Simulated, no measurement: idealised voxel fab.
This section sets out a process module, namely voxel local oxidation.
In the cross-section labelled cut, the width is 180 nm and each square cell is 5 nm.
How to read a cross-section here: the picture is a grid of square cells, written as bands going from the top down, and any band can span one or more rows of cells. Per band: top height and bottom height in nm, followed by the left-to-right materials and their widths in nm; "all across" marks a single material spanning edge to edge, "air" marks empty space. Heights are expressed relative to 0, this being the level below which the as-received wafer comprises one material exclusively. The lowest band is unbounded in the downward direction and is denoted as in "0 nm and below". Per-row width for "30..40": begins at first number (top row of band), ends at second number (bottom row), increment between rows held constant. "same as before", as given for a step, is the statement that not any cell of the cross-section underwent a change during that step. If an empty space has no open way to the top and is at least 8 cells in size, "Closed cavity list" lists it, written width x height at distance, where distance is measured from the left edge and every value is in nm. If you see something after the settings on a step's line, that's the simulator's own remark about that step. overlay nm: where the mask lay relative to plan, measured to the right, on steps with a mask; negatives go left.

## Process steps - plan
| 1 | RECEIVE,material Si |
| 2 | OXIDIZE,depth nm 5 |
| 3 | CONFORMAL_DEP,material SiN,thk nm 15 |
| 4 | PATTERN,tone cover,mask id ACTIVE,material resist,width nm 130,thk nm 20,overlay nm 0 |
| 5 | DIRECTIONAL_ETCH,etch materials SiN,depth nm 15 |
| 6 | STRIP,etch materials resist |
| 7 | SELECTIVE_ETCH,etch materials SiO2,depth nm 5 |
| 8 | OXIDIZE,depth nm 15 |
| 9 | STRIP,etch materials SiN |

## So this is the incoming wafer in cross-section - it's already been through step 1
- 0 nm and below | Si all across
- Closed cavity list: none

## Sectioned view, first of two wafers, at the close of the module, processed as intended in the plan
- 0 nm to -5 nm | 30 nm air  120 nm SiO2  30 nm air
- -5 nm to -20 nm | 45 nm SiO2  90 nm Si  45 nm SiO2
- -20 nm and below | Si all across
- Closed cavity list: none

## Cross-sectional view of the second of two wafers upon completion of the module. This wafer shared its starting condition and process plan with the first; one error was made during its execution
- 15 nm to 0 nm | 25 nm air  130 nm SiN  25 nm air
- 0 nm to -5 nm | 30 nm air  120 nm SiO2  30 nm air
- -5 nm to -20 nm | 45 nm SiO2  90 nm Si  45 nm SiO2
- -20 nm and below | Si all across
- Closed cavity list: none
What broke from the plan during processing? step 9 from the plan never happened, it was just skipped
Heads up, by the end the second wafer has more or fewer cells of some materials compared to the first: 78 more of SiN
